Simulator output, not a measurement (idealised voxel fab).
The following process module bears the name voxel quadruple lines.
It is cross-section cut that appears here, measuring 205 nm in width, its square cells being 5 nm in size.
Cross-section layout: square cells on a grid; listed as bands, top to bottom; a band spans one or more cell rows.
This entry defines a band. It first specifies the height of the band's top and the height of its bottom in nm, and then specifies the band's materials from left to right, stating each material with its width in nm. The word "edge to edge" identifies a single material that fills the band from edge to edge, while the word "empty" identifies empty space.
For the purposes of this specification, 0 denotes the height below which the wafer in its as-received condition is composed wholly of one material, and the lowermost band, lacking a lower limit, extends downward without end, as expressed in "top 0, no bottom".
It should be noted that a width expressed as "30 to 40" varies in equal increments from row to row of cells within the band, taking the value of the first number at the top row and that of the second number at the bottom row.
It should be understood that the words "left unchanged", when stated for a given step, signify that the cross-section underwent no change in any of its cells during that step.
Empty spaces without an open route to the top, at least 8 cells in extent, make up the entry "Closed void listing"; each is given as width x height at distance, where the distance is measured from the left edge, and all are in nm.
What comes after the settings on a step's line is commentary from the simulator itself on that step.
The line of a step may include "overlay nm". On a step with a mask, this value is how far to the right of its planned place the mask lay. A negative value means the mask lay to the left.
List of planned process steps:
1. RECEIVE [material Si]
2. CONFORMAL_DEP [material SiO2] [thk nm 10]
3. DIRECTIONAL_DEP [material TiN] [thk nm 15]
4. DIRECTIONAL_DEP [material polySi] [thk nm 20]
5. DIRECTIONAL_DEP [material aC] [thk nm 25]
6. PATTERN [tone cover] [mask id MANDREL] [material resist] [width nm 20] [thk nm 30] [overlay nm 0]
7. DIRECTIONAL_ETCH [etch materials aC] [depth nm 25]
8. STRIP [etch materials resist]
9. CONFORMAL_DEP [material SiO2] [thk nm 10]
10. DIRECTIONAL_ETCH [etch materials SiO2] [depth nm 10]
11. STRIP [etch materials aC]
12. DIRECTIONAL_ETCH [etch materials polySi] [depth nm 20]
13. STRIP [etch materials SiO2]
14. CONFORMAL_DEP [material SiN] [thk nm 5]
15. DIRECTIONAL_ETCH [etch materials SiN] [depth nm 5]
16. STRIP [etch materials polySi]
17. DIRECTIONAL_ETCH [etch materials TiN] [depth nm 15]
18. STRIP [etch materials SiN]
Cross-section of the wafer at receipt, which is the condition after step 1:
  top 0, no bottom | Si edge to edge
  Closed void listing: none
Wafer at module end, in section. Began as above, planned as above, run with one mistake:
  top 15, bottom 0 | 75 empty, 5 TiN, 10 empty, 5 TiN, 10 empty, 5 TiN, 10 empty, 5 TiN, 80 empty
  top 0, no bottom | Si edge to edge
  Closed void listing: none
what went wrong: the plan's step 2 went unexecuted, having been skipped
